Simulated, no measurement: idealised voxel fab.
Name of the process module below: voxel quadruple lines
The figure presents cross-section cut, which has a width of 160 nm and is divided into square cells with an edge length of 5 nm.
A cross-section in this document is a grid of square cells, and it is written down as bands, the top band listed before the ones below it; a band is made up of one or more rows of cells.
Top, bottom (nm), then materials left to right with widths (nm); lone material tagged "everywhere" fills the whole band edge to edge; "blank" = empty space.
Heads up on the height convention: 0 is the point under which the incoming wafer is all one material, and the lowest band has no bottom, it just keeps going down, like "0 -> down".
Graded width ("30..40"): value in top row of band = first number; value in bottom row = second number; row-to-row change constant.
Reading "nothing different" for a step: not a cell of the cross-section changed in it.
Empty spaces without an open route to the top, at least 8 cells in extent, make up the entry "Closed void catalog"; each is given as width x height at distance, where the distance is measured from the left edge, and all are in nm.
Where a step's line continues beyond its settings, the continuation is a remark by the simulator itself on that step.
If you see "overlay nm" on a step's line and that step has a mask, it's telling you how far right of where it was planned the mask ended up; a negative number means it went left instead.

THE STEPS PLANNED FOR THE PROCESS ARE AS FOLLOWS
1,RECEIVE: material Si
2,CONFORMAL_DEP: material Al2O3, thk nm 5
3,DIRECTIONAL_DEP: material W, thk nm 10
4,DIRECTIONAL_DEP: material polySi, thk nm 20
5,DIRECTIONAL_DEP: material aC, thk nm 20
6,PATTERN: tone cover, mask id MANDREL, material resist, width nm 20, pitch nm 60, thk nm 25, overlay nm 0
7,DIRECTIONAL_ETCH: etch materials aC, depth nm 20
8,STRIP: etch materials resist
9,CONFORMAL_DEP: material SiO2, thk nm 10
10,DIRECTIONAL_ETCH: etch materials SiO2, depth nm 10
11,STRIP: etch materials aC
12,DIRECTIONAL_ETCH: etch materials polySi, depth nm 20
13,STRIP: etch materials SiO2
14,CONFORMAL_DEP: material SiN, thk nm 5
15,DIRECTIONAL_ETCH: etch materials SiN, depth nm 5
16,STRIP: etch materials polySi
17,DIRECTIONAL_ETCH: etch materials W, depth nm 10
18,STRIP: etch materials SiN

FIRST WAFER, AS PLANNED

CROSS-SECTION, INCOMING MATERIAL, AFTER STEP 1
> 0 -> down  Si everywhere
> Closed void catalog: none

CROSS-SECTIONAL REPRESENTATION OF THE WAFER AT THE CONCLUSION OF STEP 2
> 5 -> 0  Al2O3 everywhere
> Rest of section, below 0: as before.

CROSS-SECTIONAL REPRESENTATION OF THE WAFER AT THE CONCLUSION OF STEP 3
> 15 -> 5  W everywhere
> Rest of section, below 5: as before.

CROSS-SECTIONAL REPRESENTATION OF THE WAFER AT THE CONCLUSION OF STEP 4
> 35 -> 15  polySi everywhere
> Rest of section, below 15: as before.

CROSS-SECTIONAL REPRESENTATION OF THE WAFER AT THE CONCLUSION OF STEP 5
> 55 -> 35  aC everywhere
> Rest of section, below 35: as before.

CROSS-SECTIONAL REPRESENTATION OF THE WAFER AT THE CONCLUSION OF STEP 6
> 80 -> 55  blank (40), then resist (20), then blank (40), then resist (20), then blank (40)
> Rest of section, below 55: as before.

CROSS-SECTIONAL REPRESENTATION OF THE WAFER AT THE CONCLUSION OF STEP 7
> 60 -> 55  blank (40), then resist (20), then blank (40), then resist (20), then blank (40)
> 55 -> 35  blank (40), then aC (20), then blank (40), then aC (20), then blank (40)
> Rest of section, below 35: as before.

CROSS-SECTIONAL REPRESENTATION OF THE WAFER AT THE CONCLUSION OF STEP 8
> 55 -> 35  blank (40), then aC (20), then blank (40), then aC (20), then blank (40)
> Rest of section, below 35: as before.

CROSS-SECTIONAL REPRESENTATION OF THE WAFER AT THE CONCLUSION OF STEP 9
> 65 -> 55  blank (30), then SiO2 (40), then blank (20), then SiO2 (40), then blank (30)
> 55 -> 45  blank (30), then SiO2 (10), then aC (20), then SiO2 (10), then blank (20), then SiO2 (10), then aC (20), then SiO2 (10), then blank (30)
> 45 -> 35  SiO2 (40), then aC (20), then SiO2 (40), then aC (20), then SiO2 (40)
> Rest of section, below 35: as before.

CROSS-SECTIONAL REPRESENTATION OF THE WAFER AT THE CONCLUSION OF STEP 10
> 55 -> 35  blank (30), then SiO2 (10), then aC (20), then SiO2 (10), then blank (20), then SiO2 (10), then aC (20), then SiO2 (10), then blank (30)
> Rest of section, below 35: as before.

CROSS-SECTIONAL REPRESENTATION OF THE WAFER AT THE CONCLUSION OF STEP 11
> 55 -> 35  blank (30), then SiO2 (10), then blank (20), then SiO2 (10), then blank (20), then SiO2 (10), then blank (20), then SiO2 (10), then blank (30)
> Rest of section, below 35: as before.

CROSS-SECTIONAL REPRESENTATION OF THE WAFER AT THE CONCLUSION OF STEP 12
> 55 -> 35  blank (30), then SiO2 (10), then blank (20), then SiO2 (10), then blank (20), then SiO2 (10), then blank (20), then SiO2 (10), then blank (30)
> 35 -> 15  blank (30), then polySi (10), then blank (20), then polySi (10), then blank (20), then polySi (10), then blank (20), then polySi (10), then blank (30)
> Rest of section, below 15: as before.

CROSS-SECTIONAL REPRESENTATION OF THE WAFER AT THE CONCLUSION OF STEP 13
> 35 -> 15  blank (30), then polySi (10), then blank (20), then polySi (10), then blank (20), then polySi (10), then blank (20), then polySi (10), then blank (30)
> Rest of section, below 15: as before.

CROSS-SECTIONAL REPRESENTATION OF THE WAFER AT THE CONCLUSION OF STEP 14
> 40 -> 35  blank (25), then SiN (20), then blank (10), then SiN (20), then blank (10), then SiN (20), then blank (10), then SiN (20), then blank (25)
> 35 -> 20  blank (25), then SiN (5), then polySi (10), then SiN (5), then blank (10), then SiN (5), then polySi (10), then SiN (5), then blank (10), then SiN (5), then polySi (10), then SiN (5), then blank (10), then SiN (5), then polySi (10), then SiN (5), then blank (25)
> 20 -> 15  SiN (30), then polySi (10), then SiN (20), then polySi (10), then SiN (20), then polySi (10), then SiN (20), then polySi (10), then SiN (30)
> Rest of section, below 15: as before.

CROSS-SECTIONAL REPRESENTATION OF THE WAFER AT THE CONCLUSION OF STEP 15
> 35 -> 15  blank (25), then SiN (5), then polySi (10), then SiN (5), then blank (10), then SiN (5), then polySi (10), then SiN (5), then blank (10), then SiN (5), then polySi (10), then SiN (5), then blank (10), then SiN (5), then polySi (10), then SiN (5), then blank (25)
> Rest of section, below 15: as before.

CROSS-SECTIONAL REPRESENTATION OF THE WAFER AT THE CONCLUSION OF STEP 16
> 35 -> 15  blank (25), then SiN (5), then blank (10), then SiN (5), then blank (10), then SiN (5), then blank (10), then SiN (5), then blank (10), then SiN (5), then blank (10), then SiN (5), then blank (10), then SiN (5), then blank (10), then SiN (5), then blank (25)
> Rest of section, below 15: as before.

CROSS-SECTIONAL REPRESENTATION OF THE WAFER AT THE CONCLUSION OF STEP 17
> 35 -> 15  blank (25), then SiN (5), then blank (10), then SiN (5), then blank (10), then SiN (5), then blank (10), then SiN (5), then blank (10), then SiN (5), then blank (10), then SiN (5), then blank (10), then SiN (5), then blank (10), then SiN (5), then blank (25)
> 15 -> 5  blank (25), then W (5), then blank (10), then W (5), then blank (10), then W (5), then blank (10), then W (5), then blank (10), then W (5), then blank (10), then W (5), then blank (10), then W (5), then blank (10), then W (5), then blank (25)
> Rest of section, below 5: as before.

CROSS-SECTIONAL REPRESENTATION OF THE WAFER AT THE CONCLUSION OF STEP 18
> 15 -> 5  blank (25), then W (5), then blank (10), then W (5), then blank (10), then W (5), then blank (10), then W (5), then blank (10), then W (5), then blank (10), then W (5), then blank (10), then W (5), then blank (10), then W (5), then blank (25)
> Rest of section, below 5: as before.

SECOND WAFER (IDENTICAL START AND PLAN, ONE PROCESSING ERROR; MATCHES FIRST WAFER THROUGH STEP 1)

SECOND WAFER, CUT VIEW, END OF STEP 2 PER PLAN
> 15 -> 0  Al2O3 everywhere
> Rest of section, below 0: as before.

SECOND WAFER, CUT VIEW, END OF STEP 3 PER PLAN
> 25 -> 15  W everywhere
> Rest of section, below 15: as before.

SECOND WAFER, CUT VIEW, END OF STEP 4 PER PLAN
> 45 -> 25  polySi everywhere
> Rest of section, below 25: as before.

SECOND WAFER, CUT VIEW, END OF STEP 5 PER PLAN
> 65 -> 45  aC everywhere
> Rest of section, below 45: as before.

SECOND WAFER, CUT VIEW, END OF STEP 6 PER PLAN
> 90 -> 65  blank (40), then resist (20), then blank (40), then resist (20), then blank (40)
> Rest of section, below 65: as before.

SECOND WAFER, CUT VIEW, END OF STEP 7 PER PLAN
> 70 -> 65  blank (40), then resist (20), then blank (40), then resist (20), then blank (40)
> 65 -> 45  blank (40), then aC (20), then blank (40), then aC (20), then blank (40)
> Rest of section, below 45: as before.

SECOND WAFER, CUT VIEW, END OF STEP 8 PER PLAN
> 65 -> 45  blank (40), then aC (20), then blank (40), then aC (20), then blank (40)
> Rest of section, below 45: as before.

SECOND WAFER, CUT VIEW, END OF STEP 9 PER PLAN
> 75 -> 65  blank (30), then SiO2 (40), then blank (20), then SiO2 (40), then blank (30)
> 65 -> 55  blank (30), then SiO2 (10), then aC (20), then SiO2 (10), then blank (20), then SiO2 (10), then aC (20), then SiO2 (10), then blank (30)
> 55 -> 45  SiO2 (40), then aC (20), then SiO2 (40), then aC (20), then SiO2 (40)
> Rest of section, below 45: as before.

SECOND WAFER, CUT VIEW, END OF STEP 10 PER PLAN
> 65 -> 45  blank (30), then SiO2 (10), then aC (20), then SiO2 (10), then blank (20), then SiO2 (10), then aC (20), then SiO2 (10), then blank (30)
> Rest of section, below 45: as before.

SECOND WAFER, CUT VIEW, END OF STEP 11 PER PLAN
> 65 -> 45  blank (30), then SiO2 (10), then blank (20), then SiO2 (10), then blank (20), then SiO2 (10), then blank (20), then SiO2 (10), then blank (30)
> Rest of section, below 45: as before.

SECOND WAFER, CUT VIEW, END OF STEP 12 PER PLAN
> 65 -> 45  blank (30), then SiO2 (10), then blank (20), then SiO2 (10), then blank (20), then SiO2 (10), then blank (20), then SiO2 (10), then blank (30)
> 45 -> 25  blank (30), then polySi (10), then blank (20), then polySi (10), then blank (20), then polySi (10), then blank (20), then polySi (10), then blank (30)
> Rest of section, below 25: as before.

SECOND WAFER, CUT VIEW, END OF STEP 13 PER PLAN
> 45 -> 25  blank (30), then polySi (10), then blank (20), then polySi (10), then blank (20), then polySi (10), then blank (20), then polySi (10), then blank (30)
> Rest of section, below 25: as before.

SECOND WAFER, CUT VIEW, END OF STEP 14 PER PLAN
> 50 -> 45  blank (25), then SiN (20), then blank (10), then SiN (20), then blank (10), then SiN (20), then blank (10), then SiN (20), then blank (25)
> 45 -> 30  blank (25), then SiN (5), then polySi (10), then SiN (5), then blank (10), then SiN (5), then polySi (10), then SiN (5), then blank (10), then SiN (5), then polySi (10), then SiN (5), then blank (10), then SiN (5), then polySi (10), then SiN (5), then blank (25)
> 30 -> 25  SiN (30), then polySi (10), then SiN (20), then polySi (10), then SiN (20), then polySi (10), then SiN (20), then polySi (10), then SiN (30)
> Rest of section, below 25: as before.

SECOND WAFER, CUT VIEW, END OF STEP 15 PER PLAN
> 45 -> 25  blank (25), then SiN (5), then polySi (10), then SiN (5), then blank (10), then SiN (5), then polySi (10), then SiN (5), then blank (10), then SiN (5), then polySi (10), then SiN (5), then blank (10), then SiN (5), then polySi (10), then SiN (5), then blank (25)
> Rest of section, below 25: as before.

SECOND WAFER, CUT VIEW, END OF STEP 16 PER PLAN
> 45 -> 25  blank (25), then SiN (5), then blank (10), then SiN (5), then blank (10), then SiN (5), then blank (10), then SiN (5), then blank (10), then SiN (5), then blank (10), then SiN (5), then blank (10), then SiN (5), then blank (10), then SiN (5), then blank (25)
> Rest of section, below 25: as before.

SECOND WAFER, CUT VIEW, END OF STEP 17 PER PLAN
> 45 -> 25  blank (25), then SiN (5), then blank (10), then SiN (5), then blank (10), then SiN (5), then blank (10), then SiN (5), then blank (10), then SiN (5), then blank (10), then SiN (5), then blank (10), then SiN (5), then blank (10), then SiN (5), then blank (25)
> 25 -> 15  blank (25), then W (5), then blank (10), then W (5), then blank (10), then W (5), then blank (10), then W (5), then blank (10), then W (5), then blank (10), then W (5), then blank (10), then W (5), then blank (10), then W (5), then blank (25)
> Rest of section, below 15: as before.

SECOND WAFER, CUT VIEW, END OF STEP 18 PER PLAN
> 25 -> 15  blank (25), then W (5), then blank (10), then W (5), then blank (10), then W (5), then blank (10), then W (5), then blank (10), then W (5), then blank (10), then W (5), then blank (10), then W (5), then blank (10), then W (5), then blank (25)
> Rest of section, below 15: as before.
What was done differently from what was planned? not per plan at step 2, really ran CONFORMAL_DEP: material Al2O3, thk nm 15
Once processing is complete, comparing cell counts shows that the second wafer has more or fewer of certain materials than the first: +64 Al2O3
